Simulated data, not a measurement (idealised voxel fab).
This is a process module. Its name is voxel self aligned contacts.
Section shown: cut. Width: 290 nm. Cell size: 5 nm, square.
Heads up, the way a cross-section reads in here is a grid of square cells, handed over as bands from the top down, with every band being one or more rows of cells.
Band: top height; bottom height; in nm. Then, left to right: material with width in nm, for each material. "everywhere": a single material spanning edge to edge. "empty": empty space.
Heads up on the height convention: 0 is the point under which the incoming wafer is all one material, and the lowest band has no bottom, it just keeps going down, like "0 -> down".
Width spec "30 to 40" -> top row of cells at first value, bottom row at second value, equal per-row change in between.
Step marked "nothing was modified"? Then no cell in the cross-section changed in it.
Closed empty spaces (no open way to the top) of 8 cells or more are what "Closed internal voids" lists, each as width x height at distance from the left edge, nm for all three.
Step line, after settings: the simulator's comment on this step.
A step line may carry the setting "overlay nm", which, for steps involving a mask, states the distance by which the mask lay to the right of its intended position; negative values denote displacement to the left.

So here's the lineup of process steps we planned
1: RECEIVE: material Si
2: CONFORMAL_DEP: material SiO2, thk nm 5
3: DIRECTIONAL_DEP: material polySi, thk nm 25
4: DIRECTIONAL_DEP: material SiN, thk nm 20
5: DIRECTIONAL_DEP: material aC, thk nm 15
6: PATTERN: tone cover, mask id GATE, material resist, width nm 30, pitch nm 75, thk nm 30, overlay nm 0
7: DIRECTIONAL_ETCH: etch materials aC, depth nm 15
8: STRIP: etch materials resist
9: DIRECTIONAL_ETCH: etch materials SiN, depth nm 20
10: DIRECTIONAL_ETCH: etch materials polySi, depth nm 25
11: STRIP: etch materials aC
12: CONFORMAL_DEP: material SiN, thk nm 10
13: DIRECTIONAL_ETCH: etch materials SiN, depth nm 10
14: FILL_DEP: material SiO2, thk nm 10
15: CMP: height nm 55
16: MASKED_ETCH: tone open, mask id CONTACT, width nm 55, pitch nm 75, etch materials SiO2, depth nm 55, overlay nm 0
17: CONFORMAL_DEP: material TiN, thk nm 5
18: FILL_DEP: material W, thk nm 5
19: CMP: height nm 55
20: CONFORMAL_DEP: material SiN, thk nm 5

As received (post step 1): cross-section
  0 -> down  Si everywhere
  Closed internal voids: none

first wafer at the end, as planned
  60 -> 55  SiN everywhere
  55 -> 50  SiO2: 80 / TiN: 20 / W: 15 / TiN: 20 / SiO2: 20 / TiN: 20 / W: 15 / TiN: 20 / SiO2: 80
  50 -> 30  SiO2: 45 / SiN: 50 / TiN: 5 / W: 15 / TiN: 5 / SiN: 50 / TiN: 5 / W: 15 / TiN: 5 / SiN: 50 / SiO2: 45
  30 -> 5  SiO2: 45 / SiN: 10 / polySi: 30 / SiN: 10 / TiN: 5 / W: 15 / TiN: 5 / SiN: 10 / polySi: 30 / SiN: 10 / TiN: 5 / W: 15 / TiN: 5 / SiN: 10 / polySi: 30 / SiN: 10 / SiO2: 45
  5 -> 0  SiO2: 95 / TiN: 25 / SiO2: 50 / TiN: 25 / SiO2: 95
  0 -> down  Si everywhere
  Closed internal voids: none

So this is wafer number two of the two, cut at the end of the module - it started where the first did and had the same plan, we just got one thing wrong running it
  60 -> 55  SiN everywhere
  55 -> 50  SiO2: 80 / TiN: 20 / W: 15 / TiN: 20 / SiO2: 20 / TiN: 20 / W: 15 / TiN: 20 / SiO2: 80
  50 -> 30  SiO2: 45 / SiN: 50 / TiN: 5 / W: 15 / TiN: 5 / SiN: 50 / TiN: 5 / W: 15 / TiN: 5 / SiN: 50 / SiO2: 45
  30 -> 10  SiO2: 45 / SiN: 10 / polySi: 30 / SiN: 10 / TiN: 5 / W: 15 / TiN: 5 / SiN: 10 / polySi: 30 / SiN: 10 / TiN: 5 / W: 15 / TiN: 5 / SiN: 10 / polySi: 30 / SiN: 10 / SiO2: 45
  10 -> 5  SiO2: 45 / SiN: 10 / polySi: 30 / SiN: 10 / TiN: 25 / SiN: 10 / polySi: 30 / SiN: 10 / TiN: 25 / SiN: 10 / polySi: 30 / SiN: 10 / SiO2: 45
  5 -> 0  polySi everywhere
  0 -> down  Si everywhere
  Closed internal voids: none
what went wrong: heads up, step 2 didn't go per plan, it actually ran as CONFORMAL_DEP: material polySi, thk nm 5
Final wafer comparison in cells, second versus first, more or fewer per material: -48 SiO2; -4 TiN; -6 W; +58 polySi
